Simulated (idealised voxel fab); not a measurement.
process module | voxel self aligned contacts
cross-section cut | 205 nm wide | cells 5 nm
A cross-section is a grid of square cells, given in bands from the top down. A band is one or more rows of cells.
Each band's line starts with the height of the band's top and of its bottom, in nm. Then come its materials from left to right, each with its width in nm. One material with "throughout" fills the band from edge to edge. "air" is empty space.
Height 0 is the level under which the wafer as received is all one material. The lowest band goes on downwards, as in "0 down".
A width such as "30 to 40" changes by the same amount from each row of cells to the next, from the band's top row to its bottom row.
"no change" after a step means that no cell of the cross-section changed.
closed voids: empty space of 8 cells or more with no open way to the top, each as width x height at its distance from the left edge, in nm
after a step's settings: what the simulator itself notes on the step
overlay nm, on a step with a mask: how far to the right of its planned place the mask lay; to the left if negative
plan
1 op RECEIVE | material Si
2 op CONFORMAL_DEP | material SiO2 | thk nm 5
3 op DIRECTIONAL_DEP | material polySi | thk nm 20
4 op DIRECTIONAL_DEP | material SiN | thk nm 20
5 op MASKED_ETCH | tone cover | mask id GATE | width nm 25 | pitch nm 50 | etch materials SiN | depth nm 20 | overlay nm 0
6 op MASKED_ETCH | tone cover | mask id GATE | width nm 15 | pitch nm 50 | etch materials polySi | depth nm 20 | overlay nm 0
7 op CONFORMAL_DEP | material SiN | thk nm 5
8 op DIRECTIONAL_ETCH | etch materials SiN | depth nm 5
9 op FILL_DEP | material SiO2 | thk nm 15
10 op CMP | height nm 50
11 op PATTERN | tone open | mask id CONTACT | material resist | width nm 35 | pitch nm 50 | thk nm 15 | overlay nm 0
12 op DIRECTIONAL_ETCH | etch materials SiO2 | depth nm 50
13 op STRIP | etch materials resist
14 op CONFORMAL_DEP | material TiN | thk nm 5
15 op FILL_DEP | material W | thk nm 10
16 op CMP | height nm 50
17 op CONFORMAL_DEP | material SiCN | thk nm 5
varied across the wafers: width nm of step 6. The plan shows the first wafer's value. All wafers start alike
first wafer as received, after step 1
  0 down: Si throughout
  closed voids: none
first wafer at the end, after step 17
  55 to 50: SiCN throughout
  50 to 45: SiO2 60 | TiN 15 | W 5 | TiN 15 | SiO2 15 | TiN 15 | W 5 | TiN 15 | SiO2 60
  45 to 25: SiO2 35 | SiN 35 | TiN 5 | W 5 | TiN 5 | SiN 35 | TiN 5 | W 5 | TiN 5 | SiN 35 | SiO2 35
  25 to 5: SiO2 35 | SiN 5 | polySi 25 | SiN 5 | TiN 5 | W 5 | TiN 5 | SiN 5 | polySi 25 | SiN 5 | TiN 5 | W 5 | TiN 5 | SiN 5 | polySi 25 | SiN 5 | SiO2 35
  5 to 0: SiO2 70 | TiN 15 | SiO2 35 | TiN 15 | SiO2 70
  0 down: Si throughout
  closed voids: none
last wafer at the end
  55 to 50: SiCN throughout
  50 to 45: SiO2 60 | TiN 15 | W 5 | TiN 15 | SiO2 15 | TiN 15 | W 5 | TiN 15 | SiO2 60
  45 to 30: SiO2 35 | SiN 35 | TiN 5 | W 5 | TiN 5 | SiN 35 | TiN 5 | W 5 | TiN 5 | SiN 35 | SiO2 35
  30 to 25: SiO2 35 | SiN 35 | TiN 15 | SiN 35 | TiN 15 | SiN 35 | SiO2 35
  25 to 5: SiO2 30 | SiN 5 | polySi 35 | SiN 5 | TiN 5 | SiN 5 | polySi 35 | SiN 5 | TiN 5 | SiN 5 | polySi 35 | SiN 5 | SiO2 30
  5 to 0: SiO2 75 | TiN 5 | SiO2 45 | TiN 5 | SiO2 75
  0 down: Si throughout
  closed voids: none
each wafer at the end: cells of each material gained (+) or lost (-) since it was received, then its closed voids
width nm 15 | +41 SiCN | +108 SiN | +174 SiO2 | +50 TiN | +18 W | +60 polySi | closed voids: none
width nm 20 | +41 SiCN | +108 SiN | +174 SiO2 | +50 TiN | +18 W | +60 polySi | closed voids: none
width nm 25 | +41 SiCN | +108 SiN | +174 SiO2 | +50 TiN | +18 W | +60 polySi | closed voids: none
width nm 30 | +41 SiCN | +108 SiN | +172 SiO2 | +50 TiN | +8 W | +72 polySi | closed voids: none
width nm 35 | +41 SiCN | +108 SiN | +170 SiO2 | +40 TiN | +8 W | +84 polySi | closed voids: none
